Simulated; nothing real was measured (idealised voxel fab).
process module | voxel transistor to metal
cross-section cut | 185 nm wide | cells 5 nm
A cross-section is a grid of square cells, given in bands from the top down. A band is one or more rows of cells.
Each band's line starts with the height of the band's top and of its bottom, in nm. Then come its materials from left to right, each with its width in nm. One material with "throughout" fills the band from edge to edge. "air" is empty space.
Height 0 is the level under which the wafer as received is all one material. The lowest band goes on downwards, as in "0 down".
A width such as "30 to 40" changes by the same amount from each row of cells to the next, from the band's top row to its bottom row.
"no change" after a step means that no cell of the cross-section changed.
closed voids: empty space of 8 cells or more with no open way to the top, each as width x height at its distance from the left edge, in nm
after a step's settings: what the simulator itself notes on the step
overlay nm, on a step with a mask: how far to the right of its planned place the mask lay; to the left if negative
plan
1 op RECEIVE | material Si
2 op CONFORMAL_DEP | material SiO2 | thk nm 5
3 op CONFORMAL_DEP | material SiN | thk nm 10
4 op PATTERN | tone cover | mask id ACTIVE | material resist | width nm 115 | thk nm 15 | overlay nm 0
5 op DIRECTIONAL_ETCH | etch materials SiN | depth nm 10
6 op DIRECTIONAL_ETCH | etch materials SiO2 | depth nm 5
7 op DIRECTIONAL_ETCH | etch materials Si | depth nm 20
8 op STRIP | etch materials resist
9 op FILL_DEP | material SiO2 | thk nm 15
10 op CMP | height nm 15
11 op SELECTIVE_ETCH | etch materials SiO2 | depth nm 10
12 op STRIP | etch materials SiN
13 op SELECTIVE_ETCH | etch materials SiO2 | depth nm 5
14 op OXIDIZE | depth nm 5
15 op DIRECTIONAL_DEP | material polySi | thk nm 30
16 op DIRECTIONAL_DEP | material SiCN | thk nm 15
17 op MASKED_ETCH | tone cover | mask id GATE | width nm 25 | etch materials SiCN | depth nm 25 | overlay nm 0
18 op MASKED_ETCH | tone cover | mask id GATE | width nm 25 | etch materials polySi | depth nm 40 | overlay nm 0
19 op CONFORMAL_DEP | material SiO2 | thk nm 5
20 op DIRECTIONAL_ETCH | etch materials SiO2 | depth nm 5
21 op CONFORMAL_DEP | material SiN | thk nm 10
22 op DIRECTIONAL_ETCH | etch materials SiN | depth nm 10
23 op DIRECTIONAL_ETCH | etch materials SiO2 | depth nm 5
24 op DIRECTIONAL_ETCH | etch materials Si | depth nm 15
25 op EPI | material pSi | thk nm 15
26 op FILL_DEP | material SiO2 | thk nm 5
27 op CMP | height nm 30
28 op STRIP | etch materials polySi
29 op SELECTIVE_ETCH | etch materials SiO2 | depth nm 5
30 op CONFORMAL_DEP | material HfO2 | thk nm 5
31 op CONFORMAL_DEP | material TiN | thk nm 5
32 op FILL_DEP | material W | thk nm 5
33 op CMP | height nm 25
34 op DIRECTIONAL_DEP | material SiO2 | thk nm 10
35 op MASKED_ETCH | tone open | mask id CONTACT | width nm 15 | pitch nm 80 | etch materials SiO2 | depth nm 40 | overlay nm 0
36 op CONFORMAL_DEP | material TiN | thk nm 5
37 op FILL_DEP | material Ru | thk nm 10
38 op CMP | height nm 35
39 op CONFORMAL_DEP | material SiCN | thk nm 5
40 op DIRECTIONAL_DEP | material SiO2 | thk nm 15
41 op PATTERN | tone open | mask id METAL_1 | material resist | width nm 15 | pitch nm 80 | thk nm 20 | overlay nm 0
42 op DIRECTIONAL_ETCH | etch materials SiO2 | depth nm 15
43 op DIRECTIONAL_ETCH | etch materials SiCN | depth nm 5
44 op STRIP | etch materials resist
45 op CONFORMAL_DEP | material TiN | thk nm 5
46 op FILL_DEP | material Cu | thk nm 5
47 op CMP | height nm 55
48 op CONFORMAL_DEP | material SiN | thk nm 5
as received, after step 1
  0 down: Si throughout
  closed voids: none
a wafer at the end: this start, this plan, one mistake
  60 to 55: SiN throughout
  55 to 50: SiCN 45 | TiN 15 | SiCN 65 | TiN 15 | SiCN 45
  50 to 40: Ru throughout
  40 to 35: TiN 50 | Ru 5 | TiN 75 | Ru 5 | TiN 50
  35 to 25: SiO2 45 | TiN 5 | Ru 5 | TiN 5 | SiO2 65 | TiN 5 | Ru 5 | TiN 5 | SiO2 45
  25 to 15: SiO2 45 | TiN 5 | Ru 5 | TiN 5 | SiO2 5 | SiN 10 | HfO2 5 | TiN 5 | W 15 | TiN 5 | HfO2 5 | SiN 10 | SiO2 5 | TiN 5 | Ru 5 | TiN 5 | SiO2 45
  15 to 10: SiO2 45 | TiN 15 | SiO2 5 | SiN 10 | HfO2 5 | TiN 5 | W 15 | TiN 5 | HfO2 5 | SiN 10 | SiO2 5 | TiN 15 | SiO2 45
  10 to 5: SiO2 45 | TiN 5 | pSi 15 | SiN 10 | HfO2 5 | TiN 5 | W 15 | TiN 5 | HfO2 5 | SiN 10 | pSi 15 | TiN 5 | SiO2 45
  5 to 0: SiO2 45 | TiN 5 | pSi 15 | SiN 10 | HfO2 5 | TiN 25 | HfO2 5 | SiN 10 | pSi 15 | TiN 5 | SiO2 45
  0 to -5: SiO2 45 | TiN 5 | pSi 15 | SiO2 10 | HfO2 35 | SiO2 10 | pSi 15 | TiN 5 | SiO2 45
  -5 to -20: SiO2 35 | pSi 30 | Si 55 | pSi 30 | SiO2 35
  -20 down: Si throughout
  closed voids: none
what went wrong: step 38 was left out
